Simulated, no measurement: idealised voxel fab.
A process module follows: voxel self aligned contacts.
Each square cell in cross-section cut measures 5 nm, and the section as a whole is 200 nm wide.
Throughout this document, each cross-section is represented as a grid of square cells and is presented as a sequence of bands enumerated from the top downward, where a band comprises one or more rows of cells.
Band entry format. Leading values: height of top, height of bottom, nm. Remainder: materials in left-to-right order, each with its width in nm. Special words: "edge to edge" on a single material, which then fills the band edge to edge; "air", empty space.
We count height from 0. Below that, the starting wafer is all one material. The lowest band never ends at the bottom but goes on down; see "top 0, no bottom" for how that is written.
Width: "30->40" (first number = top row, second number = bottom row, same change from row to row of cells).
You'll sometimes find "no alterations made" written for a step, and that's the way of saying that nowhere in the cross-section did a cell change during that step.
Closed cavities: empty space of 8 cells or more with no open way to the top, each as width x height at its distance from the left edge, in nm
Anything after a step's settings on that line? It's the simulator's own note about the step.
A step line may carry the setting "overlay nm", which, for steps involving a mask, states the distance by which the mask lay to the right of its intended position; negative values denote displacement to the left.

### This section lists the process steps that were planned
- 1: RECEIVE: material Si
- 2: CONFORMAL_DEP: material SiO2, thk nm 5
- 3: DIRECTIONAL_DEP: material polySi, thk nm 30
- 4: DIRECTIONAL_DEP: material SiN, thk nm 20
- 5: DIRECTIONAL_DEP: material aC, thk nm 15
- 6: PATTERN: tone cover, mask id GATE, material resist, width nm 25, pitch nm 60, thk nm 30, overlay nm 0
- 7: DIRECTIONAL_ETCH: etch materials aC, depth nm 15
- 8: STRIP: etch materials resist
- 9: DIRECTIONAL_ETCH: etch materials SiN, depth nm 20
- 10: DIRECTIONAL_ETCH: etch materials polySi, depth nm 30
- 11: STRIP: etch materials aC
- 12: CONFORMAL_DEP: material SiN, thk nm 10
- 13: DIRECTIONAL_ETCH: etch materials SiN, depth nm 10
- 14: FILL_DEP: material SiO2, thk nm 15
- 15: CMP: height nm 60
- 16: MASKED_ETCH: tone open, mask id CONTACT, width nm 45, etch materials SiO2, depth nm 60, overlay nm 0
- 17: CONFORMAL_DEP: material TiN, thk nm 5
- 18: FILL_DEP: material Ru, thk nm 5
- 19: CMP: height nm 60
- 20: CONFORMAL_DEP: material SiN, thk nm 5

### Incoming wafer, cross-sectional view, post step 1
top 0, no bottom  Si edge to edge
Closed cavities: none

### What the wafer looks like in cross-section after this module, when it starts as shown above and follows the plan above but one mistake is made in running it
top 65, bottom 60  SiN edge to edge
top 60, bottom 55  SiO2 75 nm  TiN 20 nm  Ru 5 nm  TiN 20 nm  SiO2 80 nm
top 55, bottom 30  SiO2 45 nm  SiN 10 nm  polySi 25 nm  SiN 10 nm  TiN 5 nm  Ru 5 nm  TiN 5 nm  SiN 10 nm  polySi 25 nm  SiN 10 nm  SiO2 50 nm
top 30, bottom 25  SiO2 45 nm  SiN 10 nm  polySi 25 nm  SiN 10 nm  TiN 15 nm  SiN 10 nm  polySi 25 nm  SiN 10 nm  SiO2 50 nm
top 25, bottom 5  SiN edge to edge
top 5, bottom 0  SiO2 edge to edge
top 0, no bottom  Si edge to edge
Closed cavities: none
Short version of what went wrong: steps 3 and 4 got flipped, so each one ran where the other should have
